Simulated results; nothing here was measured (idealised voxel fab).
Module name: voxel transistor to metal (process module)
We display cut, a cross-section 270 nm in width whose square cells are each 5 nm.
Square cells in a grid make up a cross-section in this document, and the grid is given as bands, listed from the top down, each one or more rows of cells. Read a band's entry like this: the first values are the height of its top and the height of its bottom in nm, and what follows is the sequence of materials from left to right, each with its width in nm. Note that "blank" is empty space, and that a single material marked "full width" reaches across the band from edge to edge. Heights from 0 (as-received wafer is one material below). Bottom band endless downward, as "z 0 and below". The notation "30 to 40" denotes a width that varies across the rows of cells in the band, beginning at the first number in the top row, finishing at the second number in the bottom row, and changing by an identical amount from each row to the next. Step note "no modifications" = no cross-section cell changed. The entry "Closed void table" lists the empty spaces that cover at least 8 cells and have no open path to the top. Each is written as width x height at distance, where the distance is measured from the left edge and all three values are in nm. On a step's line, text after the settings is the simulator commenting on that step. overlay nm: right-of-plan distance of the mask on a masked step; negative values mean left-of-plan.

**Below is the list of planned process steps**
1) RECEIVE | material Si
2) OXIDIZE | depth nm 5
3) CONFORMAL_DEP | material SiN | thk nm 15
4) DIRECTIONAL_DEP | material aC | thk nm 10
5) PATTERN | tone cover | mask id ACTIVE | material resist | width nm 105 | pitch nm 135 | thk nm 30 | overlay nm 0
6) DIRECTIONAL_ETCH | etch materials aC | depth nm 10
7) STRIP | etch materials resist
8) DIRECTIONAL_ETCH | etch materials SiN | depth nm 15
9) DIRECTIONAL_ETCH | etch materials SiO2 | depth nm 5
10) DIRECTIONAL_ETCH | etch materials Si | depth nm 35
11) STRIP | etch materials aC
12) OXIDIZE | depth nm 5
13) FILL_DEP | material SiO2 | thk nm 15
14) CMP | height nm 15
15) SELECTIVE_ETCH | etch materials SiO2 | depth nm 15
16) STRIP | etch materials SiN
17) SELECTIVE_ETCH | etch materials SiO2 | depth nm 5
18) OXIDIZE | depth nm 5
19) DIRECTIONAL_DEP | material polySi | thk nm 25
20) DIRECTIONAL_DEP | material SiCN | thk nm 10
21) PATTERN | tone cover | mask id GATE | material resist | width nm 25 | pitch nm 135 | thk nm 15 | overlay nm 0
22) DIRECTIONAL_ETCH | etch materials SiCN | depth nm 20
23) DIRECTIONAL_ETCH | etch materials polySi | depth nm 35
24) STRIP | etch materials resist
25) CONFORMAL_DEP | material SiO2 | thk nm 5
26) DIRECTIONAL_ETCH | etch materials SiO2 | depth nm 5
27) CONFORMAL_DEP | material SiN | thk nm 5
28) DIRECTIONAL_ETCH | etch materials SiN | depth nm 5
29) DIRECTIONAL_ETCH | etch materials SiO2 | depth nm 5
30) DIRECTIONAL_ETCH | etch materials Si | depth nm 10
31) EPI | material pSi | thk nm 15
32) FILL_DEP | material SiO2 | thk nm 5
33) CMP | height nm 30
34) DIRECTIONAL_DEP | material SiO2 | thk nm 10
35) MASKED_ETCH | tone open | mask id CONTACT | width nm 15 | etch materials SiO2 | depth nm 45 | overlay nm 0
36) CONFORMAL_DEP | material TiN | thk nm 5
37) FILL_DEP | material W | thk nm 10
38) CMP | height nm 40
39) DIRECTIONAL_DEP | material TiN | thk nm 5
40) DIRECTIONAL_DEP | material W | thk nm 25
41) PATTERN | tone cover | mask id METAL_1 | material resist | width nm 15 | thk nm 20 | overlay nm 0
42) DIRECTIONAL_ETCH | etch materials W | depth nm 25
43) DIRECTIONAL_ETCH | etch materials TiN | depth nm 5
44) STRIP | etch materials resist
45) CONFORMAL_DEP | material SiCN | thk nm 5
46) FILL_DEP | material SiO2 | thk nm 5
47) CMP | height nm 70
48) CONFORMAL_DEP | material SiCN | thk nm 5

**First of two wafers - as planned**

**Cross-section, incoming material, after step 1**
* z 0 and below | Si full width
* Closed void table: none

**Wafer after step 2 (cross-section)**
* z 0 to -5 | SiO2 full width
* Rest of section, below -5: as before.

**Wafer after step 3 (cross-section)**
* z 15 to 0 | SiN full width
* Rest of section, below 0: as before.

**Wafer after step 4 (cross-section)**
* z 25 to 15 | aC full width
* Rest of section, below 15: as before.

**Wafer after step 5 (cross-section)**
* z 55 to 25 | 15 blank | 105 resist | 30 blank | 105 resist | 15 blank
* Rest of section, below 25: as before.

**Wafer after step 6 (cross-section)**
* z 45 to 25 | 15 blank | 105 resist | 30 blank | 105 resist | 15 blank
* z 25 to 15 | 15 blank | 105 aC | 30 blank | 105 aC | 15 blank
* Rest of section, below 15: as before.

**Wafer after step 7 (cross-section)**
* z 25 to 15 | 15 blank | 105 aC | 30 blank | 105 aC | 15 blank
* Rest of section, below 15: as before.

**Wafer after step 8 (cross-section)**
* z 25 to 15 | 15 blank | 105 aC | 30 blank | 105 aC | 15 blank
* z 15 to 0 | 15 blank | 105 SiN | 30 blank | 105 SiN | 15 blank
* Rest of section, below 0: as before.

**Wafer after step 9 (cross-section)**
* z 25 to 15 | 15 blank | 105 aC | 30 blank | 105 aC | 15 blank
* z 15 to 0 | 15 blank | 105 SiN | 30 blank | 105 SiN | 15 blank
* z 0 to -5 | 15 blank | 105 SiO2 | 30 blank | 105 SiO2 | 15 blank
* Rest of section, below -5: as before.

**Wafer after step 10 (cross-section)**
* z 25 to 15 | 15 blank | 105 aC | 30 blank | 105 aC | 15 blank
* z 15 to 0 | 15 blank | 105 SiN | 30 blank | 105 SiN | 15 blank
* z 0 to -5 | 15 blank | 105 SiO2 | 30 blank | 105 SiO2 | 15 blank
* z -5 to -40 | 15 blank | 105 Si | 30 blank | 105 Si | 15 blank
* Rest of section, below -40: as before.

**Wafer after step 11 (cross-section)**
* z 15 to 0 | 15 blank | 105 SiN | 30 blank | 105 SiN | 15 blank
* Rest of section, below 0: as before.

**Wafer after step 12 (cross-section)**
* z 15 to 0 | 15 blank | 105 SiN | 30 blank | 105 SiN | 15 blank
* z 0 to -5 | 15 blank | 105 SiO2 | 30 blank | 105 SiO2 | 15 blank
* z -5 to -40 | 15 blank | 5 SiO2 | 95 Si | 5 SiO2 | 30 blank | 5 SiO2 | 95 Si | 5 SiO2 | 15 blank
* z -40 to -45 | 20 SiO2 | 95 Si | 40 SiO2 | 95 Si | 20 SiO2
* Rest of section, below -45: as before.

**Wafer after step 13 (cross-section)**
* z 30 to 15 | SiO2 full width
* z 15 to 0 | 15 SiO2 | 105 SiN | 30 SiO2 | 105 SiN | 15 SiO2
* z 0 to -5 | SiO2 full width
* z -5 to -45 | 20 SiO2 | 95 Si | 40 SiO2 | 95 Si | 20 SiO2
* Rest of section, below -45: as before.

**Wafer after step 14 (cross-section)**
* z 15 to 0 | 15 SiO2 | 105 SiN | 30 SiO2 | 105 SiN | 15 SiO2
* Rest of section, below 0: as before.

**Wafer after step 15 (cross-section)**
* z 15 to 0 | 15 blank | 105 SiN | 30 blank | 105 SiN | 15 blank
* Rest of section, below 0: as before.

**Wafer after step 16 (cross-section)**
* z 0 to -5 | SiO2 full width
* Rest of section, below -5: as before.

**Wafer after step 17 (cross-section)**
* z -5 to -45 | 20 SiO2 | 95 Si | 40 SiO2 | 95 Si | 20 SiO2
* Rest of section, below -45: as before.

**Wafer after step 18 (cross-section)**
* z -5 to -10 | SiO2 full width
* Rest of section, below -10: as before.

**Wafer after step 19 (cross-section)**
* z 20 to -5 | polySi full width
* Rest of section, below -5: as before.

**Wafer after step 20 (cross-section)**
* z 30 to 20 | SiCN full width
* Rest of section, below 20: as before.

**Wafer after step 21 (cross-section)**
* z 45 to 30 | 55 blank | 25 resist | 110 blank | 25 resist | 55 blank
* Rest of section, below 30: as before.

**Wafer after step 22 (cross-section)**
* z 45 to 30 | 55 blank | 25 resist | 110 blank | 25 resist | 55 blank
* z 30 to 20 | 55 blank | 25 SiCN | 110 blank | 25 SiCN | 55 blank
* Rest of section, below 20: as before.

**Wafer after step 23 (cross-section)**
* z 45 to 30 | 55 blank | 25 resist | 110 blank | 25 resist | 55 blank
* z 30 to 20 | 55 blank | 25 SiCN | 110 blank | 25 SiCN | 55 blank
* z 20 to -5 | 55 blank | 25 polySi | 110 blank | 25 polySi | 55 blank
* Rest of section, below -5: as before.

**Wafer after step 24 (cross-section)**
* z 30 to 20 | 55 blank | 25 SiCN | 110 blank | 25 SiCN | 55 blank
* Rest of section, below 20: as before.

**Wafer after step 25 (cross-section)**
* z 35 to 30 | 50 blank | 35 SiO2 | 100 blank | 35 SiO2 | 50 blank
* z 30 to 20 | 50 blank | 5 SiO2 | 25 SiCN | 5 SiO2 | 100 blank | 5 SiO2 | 25 SiCN | 5 SiO2 | 50 blank
* z 20 to 0 | 50 blank | 5 SiO2 | 25 polySi | 5 SiO2 | 100 blank | 5 SiO2 | 25 polySi | 5 SiO2 | 50 blank
* z 0 to -5 | 55 SiO2 | 25 polySi | 110 SiO2 | 25 polySi | 55 SiO2
* Rest of section, below -5: as before.

**Wafer after step 26 (cross-section)**
* z 30 to 20 | 50 blank | 5 SiO2 | 25 SiCN | 5 SiO2 | 100 blank | 5 SiO2 | 25 SiCN | 5 SiO2 | 50 blank
* z 20 to -5 | 50 blank | 5 SiO2 | 25 polySi | 5 SiO2 | 100 blank | 5 SiO2 | 25 polySi | 5 SiO2 | 50 blank
* Rest of section, below -5: as before.

**Wafer after step 27 (cross-section)**
* z 35 to 30 | 45 blank | 45 SiN | 90 blank | 45 SiN | 45 blank
* z 30 to 20 | 45 blank | 5 SiN | 5 SiO2 | 25 SiCN | 5 SiO2 | 5 SiN | 90 blank | 5 SiN | 5 SiO2 | 25 SiCN | 5 SiO2 | 5 SiN | 45 blank
* z 20 to 0 | 45 blank | 5 SiN | 5 SiO2 | 25 polySi | 5 SiO2 | 5 SiN | 90 blank | 5 SiN | 5 SiO2 | 25 polySi | 5 SiO2 | 5 SiN | 45 blank
* z 0 to -5 | 50 SiN | 5 SiO2 | 25 polySi | 5 SiO2 | 100 SiN | 5 SiO2 | 25 polySi | 5 SiO2 | 50 SiN
* Rest of section, below -5: as before.

**Wafer after step 28 (cross-section)**
* z 30 to 20 | 45 blank | 5 SiN | 5 SiO2 | 25 SiCN | 5 SiO2 | 5 SiN | 90 blank | 5 SiN | 5 SiO2 | 25 SiCN | 5 SiO2 | 5 SiN | 45 blank
* z 20 to -5 | 45 blank | 5 SiN | 5 SiO2 | 25 polySi | 5 SiO2 | 5 SiN | 90 blank | 5 SiN | 5 SiO2 | 25 polySi | 5 SiO2 | 5 SiN | 45 blank
* Rest of section, below -5: as before.

**Wafer after step 29 (cross-section)**
* z 30 to 25 | 45 blank | 5 SiN | 5 blank | 25 SiCN | 5 blank | 5 SiN | 90 blank | 5 SiN | 5 blank | 25 SiCN | 5 blank | 5 SiN | 45 blank
* z 25 to 20 | 45 blank | 5 SiN | 5 SiO2 | 25 SiCN | 5 SiO2 | 5 SiN | 90 blank | 5 SiN | 5 SiO2 | 25 SiCN | 5 SiO2 | 5 SiN | 45 blank
* z 20 to -5 | 45 blank | 5 SiN | 5 SiO2 | 25 polySi | 5 SiO2 | 5 SiN | 90 blank | 5 SiN | 5 SiO2 | 25 polySi | 5 SiO2 | 5 SiN | 45 blank
* z -5 to -10 | 45 blank | 45 SiO2 | 90 blank | 45 SiO2 | 45 blank
* Rest of section, below -10: as before.

**Wafer after step 30 (cross-section)**
* z 30 to 25 | 45 blank | 5 SiN | 5 blank | 25 SiCN | 5 blank | 5 SiN | 90 blank | 5 SiN | 5 blank | 25 SiCN | 5 blank | 5 SiN | 45 blank
* z 25 to 20 | 45 blank | 5 SiN | 5 SiO2 | 25 SiCN | 5 SiO2 | 5 SiN | 90 blank | 5 SiN | 5 SiO2 | 25 SiCN | 5 SiO2 | 5 SiN | 45 blank
* z 20 to -5 | 45 blank | 5 SiN | 5 SiO2 | 25 polySi | 5 SiO2 | 5 SiN | 90 blank | 5 SiN | 5 SiO2 | 25 polySi | 5 SiO2 | 5 SiN | 45 blank
* z -5 to -10 | 45 blank | 45 SiO2 | 90 blank | 45 SiO2 | 45 blank
* z -10 to -20 | 20 SiO2 | 25 blank | 45 Si | 25 blank | 40 SiO2 | 25 blank | 45 Si | 25 blank | 20 SiO2
* Rest of section, below -20: as before.

**Wafer after step 31 (cross-section)**
* z 30 to 25 | 45 blank | 5 SiN | 5 blank | 25 SiCN | 5 blank | 5 SiN | 90 blank | 5 SiN | 5 blank | 25 SiCN | 5 blank | 5 SiN | 45 blank
* z 25 to 20 | 45 blank | 5 SiN | 5 SiO2 | 25 SiCN | 5 SiO2 | 5 SiN | 90 blank | 5 SiN | 5 SiO2 | 25 SiCN | 5 SiO2 | 5 SiN | 45 blank
* z 20 to 5 | 45 blank | 5 SiN | 5 SiO2 | 25 polySi | 5 SiO2 | 5 SiN | 90 blank | 5 SiN | 5 SiO2 | 25 polySi | 5 SiO2 | 5 SiN | 45 blank
* z 5 to -5 | 30 blank | 15 pSi | 5 SiN | 5 SiO2 | 25 polySi | 5 SiO2 | 5 SiN | 15 pSi | 60 blank | 15 pSi | 5 SiN | 5 SiO2 | 25 polySi | 5 SiO2 | 5 SiN | 15 pSi | 30 blank
* z -5 to -10 | 15 blank | 30 pSi | 45 SiO2 | 30 pSi | 30 blank | 30 pSi | 45 SiO2 | 30 pSi | 15 blank
* z -10 to -20 | 20 SiO2 | 25 pSi | 45 Si | 25 pSi | 40 SiO2 | 25 pSi | 45 Si | 25 pSi | 20 SiO2
* Rest of section, below -20: as before.

**Wafer after step 32 (cross-section)**
* z 35 to 30 | SiO2 full width
* z 30 to 20 | 45 SiO2 | 5 SiN | 5 SiO2 | 25 SiCN | 5 SiO2 | 5 SiN | 90 SiO2 | 5 SiN | 5 SiO2 | 25 SiCN | 5 SiO2 | 5 SiN | 45 SiO2
* z 20 to 5 | 45 SiO2 | 5 SiN | 5 SiO2 | 25 polySi | 5 SiO2 | 5 SiN | 90 SiO2 | 5 SiN | 5 SiO2 | 25 polySi | 5 SiO2 | 5 SiN | 45 SiO2
* z 5 to -5 | 30 SiO2 | 15 pSi | 5 SiN | 5 SiO2 | 25 polySi | 5 SiO2 | 5 SiN | 15 pSi | 60 SiO2 | 15 pSi | 5 SiN | 5 SiO2 | 25 polySi | 5 SiO2 | 5 SiN | 15 pSi | 30 SiO2
* z -5 to -10 | 15 SiO2 | 30 pSi | 45 SiO2 | 30 pSi | 30 SiO2 | 30 pSi | 45 SiO2 | 30 pSi | 15 SiO2
* Rest of section, below -10: as before.

**Wafer after step 33 (cross-section)**
* z 30 to 20 | 45 SiO2 | 5 SiN | 5 SiO2 | 25 SiCN | 5 SiO2 | 5 SiN | 90 SiO2 | 5 SiN | 5 SiO2 | 25 SiCN | 5 SiO2 | 5 SiN | 45 SiO2
* Rest of section, below 20: as before.

**Wafer after step 34 (cross-section)**
* z 40 to 30 | SiO2 full width
* Rest of section, below 30: as before.

**Wafer after step 35 (cross-section)**
* z 40 to 30 | 20 SiO2 | 15 blank | 65 SiO2 | 15 blank | 40 SiO2 | 15 blank | 65 SiO2 | 15 blank | 20 SiO2
* z 30 to 20 | 20 SiO2 | 15 blank | 10 SiO2 | 5 SiN | 5 SiO2 | 25 SiCN | 5 SiO2 | 5 SiN | 10 SiO2 | 15 blank | 40 SiO2 | 15 blank | 10 SiO2 | 5 SiN | 5 SiO2 | 25 SiCN | 5 SiO2 | 5 SiN | 10 SiO2 | 15 blank | 20 SiO2
* z 20 to 5 | 20 SiO2 | 15 blank | 10 SiO2 | 5 SiN | 5 SiO2 | 25 polySi | 5 SiO2 | 5 SiN | 10 SiO2 | 15 blank | 40 SiO2 | 15 blank | 10 SiO2 | 5 SiN | 5 SiO2 | 25 polySi | 5 SiO2 | 5 SiN | 10 SiO2 | 15 blank | 20 SiO2
* z 5 to -5 | 20 SiO2 | 10 blank | 15 pSi | 5 SiN | 5 SiO2 | 25 polySi | 5 SiO2 | 5 SiN | 15 pSi | 10 blank | 40 SiO2 | 10 blank | 15 pSi | 5 SiN | 5 SiO2 | 25 polySi | 5 SiO2 | 5 SiN | 15 pSi | 10 blank | 20 SiO2
* Rest of section, below -5: as before.

**Wafer after step 36 (cross-section)**
* z 45 to 40 | 25 TiN | 5 blank | 75 TiN | 5 blank | 50 TiN | 5 blank | 75 TiN | 5 blank | 25 TiN
* z 40 to 30 | 20 SiO2 | 5 TiN | 5 blank | 5 TiN | 65 SiO2 | 5 TiN | 5 blank | 5 TiN | 40 SiO2 | 5 TiN | 5 blank | 5 TiN | 65 SiO2 | 5 TiN | 5 blank | 5 TiN | 20 SiO2
* z 30 to 20 | 20 SiO2 | 5 TiN | 5 blank | 5 TiN | 10 SiO2 | 5 SiN | 5 SiO2 | 25 SiCN | 5 SiO2 | 5 SiN | 10 SiO2 | 5 TiN | 5 blank | 5 TiN | 40 SiO2 | 5 TiN | 5 blank | 5 TiN | 10 SiO2 | 5 SiN | 5 SiO2 | 25 SiCN | 5 SiO2 | 5 SiN | 10 SiO2 | 5 TiN | 5 blank | 5 TiN | 20 SiO2
* z 20 to 10 | 20 SiO2 | 5 TiN | 5 blank | 5 TiN | 10 SiO2 | 5 SiN | 5 SiO2 | 25 polySi | 5 SiO2 | 5 SiN | 10 SiO2 | 5 TiN | 5 blank | 5 TiN | 40 SiO2 | 5 TiN | 5 blank | 5 TiN | 10 SiO2 | 5 SiN | 5 SiO2 | 25 polySi | 5 SiO2 | 5 SiN | 10 SiO2 | 5 TiN | 5 blank | 5 TiN | 20 SiO2
* z 10 to 5 | 20 SiO2 | 15 TiN | 10 SiO2 | 5 SiN | 5 SiO2 | 25 polySi | 5 SiO2 | 5 SiN | 10 SiO2 | 15 TiN | 40 SiO2 | 15 TiN | 10 SiO2 | 5 SiN | 5 SiO2 | 25 polySi | 5 SiO2 | 5 SiN | 10 SiO2 | 15 TiN | 20 SiO2
* z 5 to -5 | 20 SiO2 | 10 TiN | 15 pSi | 5 SiN | 5 SiO2 | 25 polySi | 5 SiO2 | 5 SiN | 15 pSi | 10 TiN | 40 SiO2 | 10 TiN | 15 pSi | 5 SiN | 5 SiO2 | 25 polySi | 5 SiO2 | 5 SiN | 15 pSi | 10 TiN | 20 SiO2
* Rest of section, below -5: as before.

**Wafer after step 37 (cross-section)**
* z 55 to 45 | W full width
* z 45 to 40 | 25 TiN | 5 W | 75 TiN | 5 W | 50 TiN | 5 W | 75 TiN | 5 W | 25 TiN
* z 40 to 30 | 20 SiO2 | 5 TiN | 5 W | 5 TiN | 65 SiO2 | 5 TiN | 5 W | 5 TiN | 40 SiO2 | 5 TiN | 5 W | 5 TiN | 65 SiO2 | 5 TiN | 5 W | 5 TiN | 20 SiO2
* z 30 to 20 | 20 SiO2 | 5 TiN | 5 W | 5 TiN | 10 SiO2 | 5 SiN | 5 SiO2 | 25 SiCN | 5 SiO2 | 5 SiN | 10 SiO2 | 5 TiN | 5 W | 5 TiN | 40 SiO2 | 5 TiN | 5 W | 5 TiN | 10 SiO2 | 5 SiN | 5 SiO2 | 25 SiCN | 5 SiO2 | 5 SiN | 10 SiO2 | 5 TiN | 5 W | 5 TiN | 20 SiO2
* z 20 to 10 | 20 SiO2 | 5 TiN | 5 W | 5 TiN | 10 SiO2 | 5 SiN | 5 SiO2 | 25 polySi | 5 SiO2 | 5 SiN | 10 SiO2 | 5 TiN | 5 W | 5 TiN | 40 SiO2 | 5 TiN | 5 W | 5 TiN | 10 SiO2 | 5 SiN | 5 SiO2 | 25 polySi | 5 SiO2 | 5 SiN | 10 SiO2 | 5 TiN | 5 W | 5 TiN | 20 SiO2
* Rest of section, below 10: as before.

**Wafer after step 38 (cross-section)**
* z 40 to 30 | 20 SiO2 | 5 TiN | 5 W | 5 TiN | 65 SiO2 | 5 TiN | 5 W | 5 TiN | 40 SiO2 | 5 TiN | 5 W | 5 TiN | 65 SiO2 | 5 TiN | 5 W | 5 TiN | 20 SiO2
* Rest of section, below 30: as before.

**Wafer after step 39 (cross-section)**
* z 45 to 40 | TiN full width
* Rest of section, below 40: as before.

**Wafer after step 40 (cross-section)**
* z 70 to 45 | W full width
* Rest of section, below 45: as before.

**Wafer after step 41 (cross-section)**
* z 90 to 70 | 20 blank | 15 resist | 65 blank | 15 resist | 40 blank | 15 resist | 65 blank | 15 resist | 20 blank
* Rest of section, below 70: as before.

**Wafer after step 42 (cross-section)**
* z 90 to 70 | 20 blank | 15 resist | 65 blank | 15 resist | 40 blank | 15 resist | 65 blank | 15 resist | 20 blank
* z 70 to 45 | 20 blank | 15 W | 65 blank | 15 W | 40 blank | 15 W | 65 blank | 15 W | 20 blank
* Rest of section, below 45: as before.

**Wafer after step 43 (cross-section)**
* z 90 to 70 | 20 blank | 15 resist | 65 blank | 15 resist | 40 blank | 15 resist | 65 blank | 15 resist | 20 blank
* z 70 to 45 | 20 blank | 15 W | 65 blank | 15 W | 40 blank | 15 W | 65 blank | 15 W | 20 blank
* z 45 to 40 | 20 blank | 15 TiN | 65 blank | 15 TiN | 40 blank | 15 TiN | 65 blank | 15 TiN | 20 blank
* Rest of section, below 40: as before.

**Wafer after step 44 (cross-section)**
* z 70 to 45 | 20 blank | 15 W | 65 blank | 15 W | 40 blank | 15 W | 65 blank | 15 W | 20 blank
* Rest of section, below 45: as before.

**Wafer after step 45 (cross-section)**
* z 75 to 70 | 15 blank | 25 SiCN | 55 blank | 25 SiCN | 30 blank | 25 SiCN | 55 blank | 25 SiCN | 15 blank
* z 70 to 45 | 15 blank | 5 SiCN | 15 W | 5 SiCN | 55 blank | 5 SiCN | 15 W | 5 SiCN | 30 blank | 5 SiCN | 15 W | 5 SiCN | 55 blank | 5 SiCN | 15 W | 5 SiCN | 15 blank
* z 45 to 40 | 20 SiCN | 15 TiN | 65 SiCN | 15 TiN | 40 SiCN | 15 TiN | 65 SiCN | 15 TiN | 20 SiCN
* Rest of section, below 40: as before.

**Wafer after step 46 (cross-section)**
* z 80 to 75 | SiO2 full width
* z 75 to 70 | 15 SiO2 | 25 SiCN | 55 SiO2 | 25 SiCN | 30 SiO2 | 25 SiCN | 55 SiO2 | 25 SiCN | 15 SiO2
* z 70 to 45 | 15 SiO2 | 5 SiCN | 15 W | 5 SiCN | 55 SiO2 | 5 SiCN | 15 W | 5 SiCN | 30 SiO2 | 5 SiCN | 15 W | 5 SiCN | 55 SiO2 | 5 SiCN | 15 W | 5 SiCN | 15 SiO2
* Rest of section, below 45: as before.

**Wafer after step 47 (cross-section)**
* z 70 to 45 | 15 SiO2 | 5 SiCN | 15 W | 5 SiCN | 55 SiO2 | 5 SiCN | 15 W | 5 SiCN | 30 SiO2 | 5 SiCN | 15 W | 5 SiCN | 55 SiO2 | 5 SiCN | 15 W | 5 SiCN | 15 SiO2
* Rest of section, below 45: as before.

**Wafer after step 48 (cross-section)**
* z 75 to 70 | SiCN full width
* Rest of section, below 70: as before.

**Okay, second wafer. Nothing different at the start, nothing different in the plan, just one mistake somewhere in the running. As far as step 19, counting that step, it's the first wafer all over again**

**Second wafer, sectioned view, at step 20's planned end time**
* z 30 to 20 | SiO2 full width
* Rest of section, below 20: as before.

**Second wafer, sectioned view, at step 21's planned end time**
* z 45 to 30 | 55 blank | 25 resist | 110 blank | 25 resist | 55 blank
* Rest of section, below 30: as before.

Second wafer, sectioned view, at step 22's planned end time: no modifications

Second wafer, sectioned view, at step 23's planned end time: no modifications

**Second wafer, sectioned view, at step 24's planned end time**
* z 30 to 20 | SiO2 full width
* Rest of section, below 20: as before.

**Second wafer, sectioned view, at step 25's planned end time**
* z 35 to 20 | SiO2 full width
* Rest of section, below 20: as before.

**Second wafer, sectioned view, at step 26's planned end time**
* z 30 to 20 | SiO2 full width
* Rest of section, below 20: as before.

**Second wafer, sectioned view, at step 27's planned end time**
* z 35 to 30 | SiN full width
* Rest of section, below 30: as before.

**Second wafer, sectioned view, at step 28's planned end time**
* z 30 to 20 | SiO2 full width
* Rest of section, below 20: as before.

**Second wafer, sectioned view, at step 29's planned end time**
* z 25 to 20 | SiO2 full width
* Rest of section, below 20: as before.

Second wafer, sectioned view, at step 30's planned end time: no modifications

Second wafer, sectioned view, at step 31's planned end time: no modifications

**Second wafer, sectioned view, at step 32's planned end time**
* z 30 to 20 | SiO2 full width
* Rest of section, below 20: as before.

Second wafer, sectioned view, at step 33's planned end time: no modifications

**Second wafer, sectioned view, at step 34's planned end time**
* z 40 to 20 | SiO2 full width
* Rest of section, below 20: as before.

**Second wafer, sectioned view, at step 35's planned end time**
* z 40 to 20 | 20 SiO2 | 15 blank | 65 SiO2 | 15 blank | 40 SiO2 | 15 blank | 65 SiO2 | 15 blank | 20 SiO2
* Rest of section, below 20: as before.

**Second wafer, sectioned view, at step 36's planned end time**
* z 45 to 40 | 25 TiN | 5 blank | 75 TiN | 5 blank | 50 TiN | 5 blank | 75 TiN | 5 blank | 25 TiN
* z 40 to 25 | 20 SiO2 | 5 TiN | 5 blank | 5 TiN | 65 SiO2 | 5 TiN | 5 blank | 5 TiN | 40 SiO2 | 5 TiN | 5 blank | 5 TiN | 65 SiO2 | 5 TiN | 5 blank | 5 TiN | 20 SiO2
* z 25 to 20 | 20 SiO2 | 15 TiN | 65 SiO2 | 15 TiN | 40 SiO2 | 15 TiN | 65 SiO2 | 15 TiN | 20 SiO2
* Rest of section, below 20: as before.

**Second wafer, sectioned view, at step 37's planned end time**
* z 55 to 45 | W full width
* z 45 to 40 | 25 TiN | 5 W | 75 TiN | 5 W | 50 TiN | 5 W | 75 TiN | 5 W | 25 TiN
* z 40 to 25 | 20 SiO2 | 5 TiN | 5 W | 5 TiN | 65 SiO2 | 5 TiN | 5 W | 5 TiN | 40 SiO2 | 5 TiN | 5 W | 5 TiN | 65 SiO2 | 5 TiN | 5 W | 5 TiN | 20 SiO2
* Rest of section, below 25: as before.

**Second wafer, sectioned view, at step 38's planned end time**
* z 40 to 25 | 20 SiO2 | 5 TiN | 5 W | 5 TiN | 65 SiO2 | 5 TiN | 5 W | 5 TiN | 40 SiO2 | 5 TiN | 5 W | 5 TiN | 65 SiO2 | 5 TiN | 5 W | 5 TiN | 20 SiO2
* Rest of section, below 25: as before.

**Second wafer, sectioned view, at step 39's planned end time**
* z 45 to 40 | TiN full width
* Rest of section, below 40: as before.

**Second wafer, sectioned view, at step 40's planned end time**
* z 70 to 45 | W full width
* Rest of section, below 45: as before.

**Second wafer, sectioned view, at step 41's planned end time**
* z 90 to 70 | 20 blank | 15 resist | 65 blank | 15 resist | 40 blank | 15 resist | 65 blank | 15 resist | 20 blank
* Rest of section, below 70: as before.

**Second wafer, sectioned view, at step 42's planned end time**
* z 90 to 70 | 20 blank | 15 resist | 65 blank | 15 resist | 40 blank | 15 resist | 65 blank | 15 resist | 20 blank
* z 70 to 45 | 20 blank | 15 W | 65 blank | 15 W | 40 blank | 15 W | 65 blank | 15 W | 20 blank
* Rest of section, below 45: as before.

**Second wafer, sectioned view, at step 43's planned end time**
* z 90 to 70 | 20 blank | 15 resist | 65 blank | 15 resist | 40 blank | 15 resist | 65 blank | 15 resist | 20 blank
* z 70 to 45 | 20 blank | 15 W | 65 blank | 15 W | 40 blank | 15 W | 65 blank | 15 W | 20 blank
* z 45 to 40 | 20 blank | 15 TiN | 65 blank | 15 TiN | 40 blank | 15 TiN | 65 blank | 15 TiN | 20 blank
* Rest of section, below 40: as before.

**Second wafer, sectioned view, at step 44's planned end time**
* z 70 to 45 | 20 blank | 15 W | 65 blank | 15 W | 40 blank | 15 W | 65 blank | 15 W | 20 blank
* Rest of section, below 45: as before.

**Second wafer, sectioned view, at step 45's planned end time**
* z 75 to 70 | 15 blank | 25 SiCN | 55 blank | 25 SiCN | 30 blank | 25 SiCN | 55 blank | 25 SiCN | 15 blank
* z 70 to 45 | 15 blank | 5 SiCN | 15 W | 5 SiCN | 55 blank | 5 SiCN | 15 W | 5 SiCN | 30 blank | 5 SiCN | 15 W | 5 SiCN | 55 blank | 5 SiCN | 15 W | 5 SiCN | 15 blank
* z 45 to 40 | 20 SiCN | 15 TiN | 65 SiCN | 15 TiN | 40 SiCN | 15 TiN | 65 SiCN | 15 TiN | 20 SiCN
* Rest of section, below 40: as before.

**Second wafer, sectioned view, at step 46's planned end time**
* z 80 to 75 | SiO2 full width
* z 75 to 70 | 15 SiO2 | 25 SiCN | 55 SiO2 | 25 SiCN | 30 SiO2 | 25 SiCN | 55 SiO2 | 25 SiCN | 15 SiO2
* z 70 to 45 | 15 SiO2 | 5 SiCN | 15 W | 5 SiCN | 55 SiO2 | 5 SiCN | 15 W | 5 SiCN | 30 SiO2 | 5 SiCN | 15 W | 5 SiCN | 55 SiO2 | 5 SiCN | 15 W | 5 SiCN | 15 SiO2
* Rest of section, below 45: as before.

**Second wafer, sectioned view, at step 47's planned end time**
* z 70 to 45 | 15 SiO2 | 5 SiCN | 15 W | 5 SiCN | 55 SiO2 | 5 SiCN | 15 W | 5 SiCN | 30 SiO2 | 5 SiCN | 15 W | 5 SiCN | 55 SiO2 | 5 SiCN | 15 W | 5 SiCN | 15 SiO2
* Rest of section, below 45: as before.

**Second wafer, sectioned view, at step 48's planned end time**
* z 75 to 70 | SiCN full width
* Rest of section, below 70: as before.
In executing the process, a mistake was made relative to the plan: step 20 off recipe, ran as DIRECTIONAL_DEP | material SiO2 | thk nm 10
Per the end-of-run cell counts, the second wafer holds more or fewer of some materials than the first: +40 Si; -20 SiCN; -28 SiN; -72 SiO2; -40 TiN; -12 W; -88 pSi; +220 polySi
